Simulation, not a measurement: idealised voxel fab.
Title: Process Module voxel capacitor over wiring
cross-section cut | 290 nm wide | cells 5 nm
In this document a cross-section is written as a grid of square cells. It is given as a series of bands, listed from the top down, and a band is one or more rows of cells.
Heads up on the band format: heights come first, top then bottom, in nm. After that it's the materials left to right, each with its width in nm. A single material flagged "edge to edge" fills the whole band edge to edge, and "empty" means there's empty space there.
A quick word on heights: they are counted from 0, and under that level the wafer as it came to us is one material throughout. The lowest band is different from the rest in having no bottom; it simply continues downward, written as in "0..down".
Think of "30->40" as a width that walks from the first number to the second as you go down the band, top row to bottom row, taking equal-sized steps from row to row.
No cell of the cross-section changed in a step that is given as "remained unchanged".
"Enclosed void listing" specifies each empty space that is not open to the top and that occupies no fewer than 8 cells, using the form width x height at distance, the distance measured from the left edge and all three quantities in nm.
Heads up: the bit after the settings on a step's line is the simulator's remark on that step.
The setting "overlay nm" may be written on the line of a step. When the step uses a mask, the value reports how far to the right of the planned place the mask lay, and a negative value reports that it lay to the left.

## Below is the list of planned process steps
1: RECEIVE, material Si
2: CONFORMAL_DEP, material SiO2, thk nm 15
3: DIRECTIONAL_DEP, material TiN, thk nm 5
4: DIRECTIONAL_DEP, material W, thk nm 25
5: DIRECTIONAL_DEP, material aC, thk nm 15
6: PATTERN, tone cover, mask id METAL_1, material resist, width nm 30, pitch nm 90, thk nm 30, overlay nm 0
7: DIRECTIONAL_ETCH, etch materials aC, depth nm 15
8: STRIP, etch materials resist
9: DIRECTIONAL_ETCH, etch materials W, depth nm 25
10: DIRECTIONAL_ETCH, etch materials TiN, depth nm 5
11: STRIP, etch materials aC
12: FILL_DEP, material SiO2, thk nm 5
13: CMP, height nm 45
14: CONFORMAL_DEP, material SiCN, thk nm 5
15: DIRECTIONAL_DEP, material lowk, thk nm 20
16: MASKED_ETCH, tone open, mask id PLUG_1, width nm 15, etch materials lowk, depth nm 20, overlay nm 0
17: MASKED_ETCH, tone open, mask id PLUG_1, width nm 15, etch materials SiCN, depth nm 5, overlay nm 0
18: CONFORMAL_DEP, material TiN, thk nm 5
19: FILL_DEP, material W, thk nm 10
20: CMP, height nm 70
21: DIRECTIONAL_DEP, material TiN, thk nm 10
22: DIRECTIONAL_DEP, material Al2O3, thk nm 5
23: DIRECTIONAL_DEP, material TiN, thk nm 10
24: DIRECTIONAL_DEP, material aC, thk nm 15
25: PATTERN, tone cover, mask id UPPER_PLATE, material resist, width nm 65, thk nm 35, overlay nm 0
26: DIRECTIONAL_ETCH, etch materials aC, depth nm 15
27: STRIP, etch materials resist
28: DIRECTIONAL_ETCH, etch materials TiN, depth nm 10
29: DIRECTIONAL_ETCH, etch materials Al2O3, depth nm 5
30: STRIP, etch materials aC
31: PATTERN, tone cover, mask id LOWER_PLATE, material resist, width nm 75, thk nm 15, overlay nm 0
32: DIRECTIONAL_ETCH, etch materials TiN, depth nm 10
33: STRIP, etch materials resist
34: FILL_DEP, material SiO2, thk nm 15
35: CMP, height nm 105
36: MASKED_ETCH, tone open, mask id PLUG_2, width nm 15, etch materials SiO2, depth nm 10, overlay nm 0
37: CONFORMAL_DEP, material TiN, thk nm 5
38: FILL_DEP, material Cu, thk nm 5
39: CMP, height nm 105
40: CONFORMAL_DEP, material SiCN, thk nm 5

## Of two wafers, the first: run according to plan

## Wafer as received: cross-section following step 1
- 0..down  Si edge to edge
- Enclosed void listing: none

## The wafer, seen in cross-section, after step 2
- 15..0  SiO2 edge to edge
- Below 0, the layers are the same as they were.

## The wafer, seen in cross-section, after step 3
- 20..15  TiN edge to edge
- Below 15, the layers are the same as they were.

## The wafer, seen in cross-section, after step 4
- 45..20  W edge to edge
- Below 20, the layers are the same as they were.

## The wafer, seen in cross-section, after step 5
- 60..45  aC edge to edge
- Below 45, the layers are the same as they were.

## The wafer, seen in cross-section, after step 6
- 90..60  empty 85 nm  resist 30 nm  empty 60 nm  resist 30 nm  empty 85 nm
- Below 60, the layers are the same as they were.

## The wafer, seen in cross-section, after step 7
- 75..60  empty 85 nm  resist 30 nm  empty 60 nm  resist 30 nm  empty 85 nm
- 60..45  empty 85 nm  aC 30 nm  empty 60 nm  aC 30 nm  empty 85 nm
- Below 45, the layers are the same as they were.

## The wafer, seen in cross-section, after step 8
- 60..45  empty 85 nm  aC 30 nm  empty 60 nm  aC 30 nm  empty 85 nm
- Below 45, the layers are the same as they were.

## The wafer, seen in cross-section, after step 9
- 60..45  empty 85 nm  aC 30 nm  empty 60 nm  aC 30 nm  empty 85 nm
- 45..20  empty 85 nm  W 30 nm  empty 60 nm  W 30 nm  empty 85 nm
- Below 20, the layers are the same as they were.

## The wafer, seen in cross-section, after step 10
- 60..45  empty 85 nm  aC 30 nm  empty 60 nm  aC 30 nm  empty 85 nm
- 45..20  empty 85 nm  W 30 nm  empty 60 nm  W 30 nm  empty 85 nm
- 20..15  empty 85 nm  TiN 30 nm  empty 60 nm  TiN 30 nm  empty 85 nm
- Below 15, the layers are the same as they were.

## The wafer, seen in cross-section, after step 11
- 45..20  empty 85 nm  W 30 nm  empty 60 nm  W 30 nm  empty 85 nm
- Below 20, the layers are the same as they were.

## The wafer, seen in cross-section, after step 12
- 50..45  SiO2 edge to edge
- 45..20  SiO2 85 nm  W 30 nm  SiO2 60 nm  W 30 nm  SiO2 85 nm
- 20..15  SiO2 85 nm  TiN 30 nm  SiO2 60 nm  TiN 30 nm  SiO2 85 nm
- Below 15, the layers are the same as they were.

## The wafer, seen in cross-section, after step 13
- 45..20  SiO2 85 nm  W 30 nm  SiO2 60 nm  W 30 nm  SiO2 85 nm
- Below 20, the layers are the same as they were.

## The wafer, seen in cross-section, after step 14
- 50..45  SiCN edge to edge
- Below 45, the layers are the same as they were.

## The wafer, seen in cross-section, after step 15
- 70..50  lowk edge to edge
- Below 50, the layers are the same as they were.

## The wafer, seen in cross-section, after step 16
- 70..50  lowk 100 nm  empty 15 nm  lowk 175 nm
- Below 50, the layers are the same as they were.

## The wafer, seen in cross-section, after step 17
- 70..50  lowk 100 nm  empty 15 nm  lowk 175 nm
- 50..45  SiCN 100 nm  empty 15 nm  SiCN 175 nm
- Below 45, the layers are the same as they were.

## The wafer, seen in cross-section, after step 18
- 75..70  TiN 105 nm  empty 5 nm  TiN 180 nm
- 70..50  lowk 100 nm  TiN 5 nm  empty 5 nm  TiN 5 nm  lowk 175 nm
- 50..45  SiCN 100 nm  TiN 15 nm  SiCN 175 nm
- Below 45, the layers are the same as they were.

## The wafer, seen in cross-section, after step 19
- 85..75  W edge to edge
- 75..70  TiN 105 nm  W 5 nm  TiN 180 nm
- 70..50  lowk 100 nm  TiN 5 nm  W 5 nm  TiN 5 nm  lowk 175 nm
- Below 50, the layers are the same as they were.

## The wafer, seen in cross-section, after step 20
- 70..50  lowk 100 nm  TiN 5 nm  W 5 nm  TiN 5 nm  lowk 175 nm
- Below 50, the layers are the same as they were.

## The wafer, seen in cross-section, after step 21
- 80..70  TiN edge to edge
- Below 70, the layers are the same as they were.

## The wafer, seen in cross-section, after step 22
- 85..80  Al2O3 edge to edge
- Below 80, the layers are the same as they were.

## The wafer, seen in cross-section, after step 23
- 95..85  TiN edge to edge
- Below 85, the layers are the same as they were.

## The wafer, seen in cross-section, after step 24
- 110..95  aC edge to edge
- Below 95, the layers are the same as they were.

## The wafer, seen in cross-section, after step 25
- 145..110  empty 100 nm  resist 65 nm  empty 125 nm
- Below 110, the layers are the same as they were.

## The wafer, seen in cross-section, after step 26
- 130..110  empty 100 nm  resist 65 nm  empty 125 nm
- 110..95  empty 100 nm  aC 65 nm  empty 125 nm
- Below 95, the layers are the same as they were.

## The wafer, seen in cross-section, after step 27
- 110..95  empty 100 nm  aC 65 nm  empty 125 nm
- Below 95, the layers are the same as they were.

## The wafer, seen in cross-section, after step 28
- 110..95  empty 100 nm  aC 65 nm  empty 125 nm
- 95..85  empty 100 nm  TiN 65 nm  empty 125 nm
- Below 85, the layers are the same as they were.

## The wafer, seen in cross-section, after step 29
- 110..95  empty 100 nm  aC 65 nm  empty 125 nm
- 95..85  empty 100 nm  TiN 65 nm  empty 125 nm
- 85..80  empty 100 nm  Al2O3 65 nm  empty 125 nm
- Below 80, the layers are the same as they were.

## The wafer, seen in cross-section, after step 30
- 95..85  empty 100 nm  TiN 65 nm  empty 125 nm
- Below 85, the layers are the same as they were.

## The wafer, seen in cross-section, after step 31
- 110..95  empty 95 nm  resist 75 nm  empty 120 nm
- 95..85  empty 95 nm  resist 5 nm  TiN 65 nm  resist 5 nm  empty 120 nm
- 85..80  empty 95 nm  resist 5 nm  Al2O3 65 nm  resist 5 nm  empty 120 nm
- Below 80, the layers are the same as they were.

## The wafer, seen in cross-section, after step 32
- 110..95  empty 95 nm  resist 75 nm  empty 120 nm
- 95..85  empty 95 nm  resist 5 nm  TiN 65 nm  resist 5 nm  empty 120 nm
- 85..80  empty 95 nm  resist 5 nm  Al2O3 65 nm  resist 5 nm  empty 120 nm
- 80..70  empty 95 nm  TiN 75 nm  empty 120 nm
- Below 70, the layers are the same as they were.

## The wafer, seen in cross-section, after step 33
- 95..85  empty 100 nm  TiN 65 nm  empty 125 nm
- 85..80  empty 100 nm  Al2O3 65 nm  empty 125 nm
- Below 80, the layers are the same as they were.

## The wafer, seen in cross-section, after step 34
- 110..95  SiO2 edge to edge
- 95..85  SiO2 100 nm  TiN 65 nm  SiO2 125 nm
- 85..80  SiO2 100 nm  Al2O3 65 nm  SiO2 125 nm
- 80..70  SiO2 95 nm  TiN 75 nm  SiO2 120 nm
- Below 70, the layers are the same as they were.

## The wafer, seen in cross-section, after step 35
- 105..95  SiO2 edge to edge
- Below 95, the layers are the same as they were.

## The wafer, seen in cross-section, after step 36
- 105..95  SiO2 110 nm  empty 15 nm  SiO2 165 nm
- Below 95, the layers are the same as they were.

## The wafer, seen in cross-section, after step 37
- 110..105  TiN 115 nm  empty 5 nm  TiN 170 nm
- 105..100  SiO2 110 nm  TiN 5 nm  empty 5 nm  TiN 5 nm  SiO2 165 nm
- 100..95  SiO2 110 nm  TiN 15 nm  SiO2 165 nm
- Below 95, the layers are the same as they were.

## The wafer, seen in cross-section, after step 38
- 115..110  Cu edge to edge
- 110..105  TiN 115 nm  Cu 5 nm  TiN 170 nm
- 105..100  SiO2 110 nm  TiN 5 nm  Cu 5 nm  TiN 5 nm  SiO2 165 nm
- Below 100, the layers are the same as they were.

## The wafer, seen in cross-section, after step 39
- 105..100  SiO2 110 nm  TiN 5 nm  Cu 5 nm  TiN 5 nm  SiO2 165 nm
- Below 100, the layers are the same as they were.

## The wafer, seen in cross-section, after step 40
- 110..105  SiCN edge to edge
- Below 105, the layers are the same as they were.

## Second wafer. Start and plan as for the first. One mistake made in running. Agrees with the first up to and including step 15

## Second wafer, cut view, end of step 16 per plan
- 70..50  lowk 95 nm  empty 25 nm  lowk 170 nm
- Below 50, the layers are the same as they were.

## Second wafer, cut view, end of step 17 per plan
- 70..50  lowk 95 nm  empty 25 nm  lowk 170 nm
- 50..45  SiCN 100 nm  empty 15 nm  SiCN 175 nm
- Below 45, the layers are the same as they were.

## Second wafer, cut view, end of step 18 per plan
- 75..70  TiN 100 nm  empty 15 nm  TiN 175 nm
- 70..55  lowk 95 nm  TiN 5 nm  empty 15 nm  TiN 5 nm  lowk 170 nm
- 55..50  lowk 95 nm  TiN 10 nm  empty 5 nm  TiN 10 nm  lowk 170 nm
- 50..45  SiCN 100 nm  TiN 15 nm  SiCN 175 nm
- Below 45, the layers are the same as they were.

## Second wafer, cut view, end of step 19 per plan
- 85..75  W edge to edge
- 75..70  TiN 100 nm  W 15 nm  TiN 175 nm
- 70..55  lowk 95 nm  TiN 5 nm  W 15 nm  TiN 5 nm  lowk 170 nm
- 55..50  lowk 95 nm  TiN 10 nm  W 5 nm  TiN 10 nm  lowk 170 nm
- Below 50, the layers are the same as they were.

## Second wafer, cut view, end of step 20 per plan
- 70..55  lowk 95 nm  TiN 5 nm  W 15 nm  TiN 5 nm  lowk 170 nm
- Below 55, the layers are the same as they were.

## Second wafer, cut view, end of step 21 per plan
- 80..70  TiN edge to edge
- Below 70, the layers are the same as they were.

## Second wafer, cut view, end of step 22 per plan
- 85..80  Al2O3 edge to edge
- Below 80, the layers are the same as they were.

## Second wafer, cut view, end of step 23 per plan
- 95..85  TiN edge to edge
- Below 85, the layers are the same as they were.

## Second wafer, cut view, end of step 24 per plan
- 110..95  aC edge to edge
- Below 95, the layers are the same as they were.

## Second wafer, cut view, end of step 25 per plan
- 145..110  empty 100 nm  resist 65 nm  empty 125 nm
- Below 110, the layers are the same as they were.

## Second wafer, cut view, end of step 26 per plan
- 130..110  empty 100 nm  resist 65 nm  empty 125 nm
- 110..95  empty 100 nm  aC 65 nm  empty 125 nm
- Below 95, the layers are the same as they were.

## Second wafer, cut view, end of step 27 per plan
- 110..95  empty 100 nm  aC 65 nm  empty 125 nm
- Below 95, the layers are the same as they were.

## Second wafer, cut view, end of step 28 per plan
- 110..95  empty 100 nm  aC 65 nm  empty 125 nm
- 95..85  empty 100 nm  TiN 65 nm  empty 125 nm
- Below 85, the layers are the same as they were.

## Second wafer, cut view, end of step 29 per plan
- 110..95  empty 100 nm  aC 65 nm  empty 125 nm
- 95..85  empty 100 nm  TiN 65 nm  empty 125 nm
- 85..80  empty 100 nm  Al2O3 65 nm  empty 125 nm
- Below 80, the layers are the same as they were.

## Second wafer, cut view, end of step 30 per plan
- 95..85  empty 100 nm  TiN 65 nm  empty 125 nm
- Below 85, the layers are the same as they were.

## Second wafer, cut view, end of step 31 per plan
- 110..95  empty 95 nm  resist 75 nm  empty 120 nm
- 95..85  empty 95 nm  resist 5 nm  TiN 65 nm  resist 5 nm  empty 120 nm
- 85..80  empty 95 nm  resist 5 nm  Al2O3 65 nm  resist 5 nm  empty 120 nm
- Below 80, the layers are the same as they were.

## Second wafer, cut view, end of step 32 per plan
- 110..95  empty 95 nm  resist 75 nm  empty 120 nm
- 95..85  empty 95 nm  resist 5 nm  TiN 65 nm  resist 5 nm  empty 120 nm
- 85..80  empty 95 nm  resist 5 nm  Al2O3 65 nm  resist 5 nm  empty 120 nm
- 80..70  empty 95 nm  TiN 75 nm  empty 120 nm
- Below 70, the layers are the same as they were.

## Second wafer, cut view, end of step 33 per plan
- 95..85  empty 100 nm  TiN 65 nm  empty 125 nm
- 85..80  empty 100 nm  Al2O3 65 nm  empty 125 nm
- Below 80, the layers are the same as they were.

## Second wafer, cut view, end of step 34 per plan
- 110..95  SiO2 edge to edge
- 95..85  SiO2 100 nm  TiN 65 nm  SiO2 125 nm
- 85..80  SiO2 100 nm  Al2O3 65 nm  SiO2 125 nm
- 80..70  SiO2 95 nm  TiN 75 nm  SiO2 120 nm
- Below 70, the layers are the same as they were.

## Second wafer, cut view, end of step 35 per plan
- 105..95  SiO2 edge to edge
- Below 95, the layers are the same as they were.

## Second wafer, cut view, end of step 36 per plan
- 105..95  SiO2 110 nm  empty 15 nm  SiO2 165 nm
- Below 95, the layers are the same as they were.

## Second wafer, cut view, end of step 37 per plan
- 110..105  TiN 115 nm  empty 5 nm  TiN 170 nm
- 105..100  SiO2 110 nm  TiN 5 nm  empty 5 nm  TiN 5 nm  SiO2 165 nm
- 100..95  SiO2 110 nm  TiN 15 nm  SiO2 165 nm
- Below 95, the layers are the same as they were.

## Second wafer, cut view, end of step 38 per plan
- 115..110  Cu edge to edge
- 110..105  TiN 115 nm  Cu 5 nm  TiN 170 nm
- 105..100  SiO2 110 nm  TiN 5 nm  Cu 5 nm  TiN 5 nm  SiO2 165 nm
- Below 100, the layers are the same as they were.

## Second wafer, cut view, end of step 39 per plan
- 105..100  SiO2 110 nm  TiN 5 nm  Cu 5 nm  TiN 5 nm  SiO2 165 nm
- Below 100, the layers are the same as they were.

## Second wafer, cut view, end of step 40 per plan
- 110..105  SiCN edge to edge
- Below 105, the layers are the same as they were.
Nonconformance to the process plan: step 16 ran with different settings than intended, the actual operation and settings being MASKED_ETCH, tone open, mask id PLUG_1, width nm 25, etch materials lowk, depth nm 20, overlay nm 0
Bottom line after processing is that, in cells, the second wafer is up or down on some materials versus the first: +2 TiN; +6 W; -8 lowk
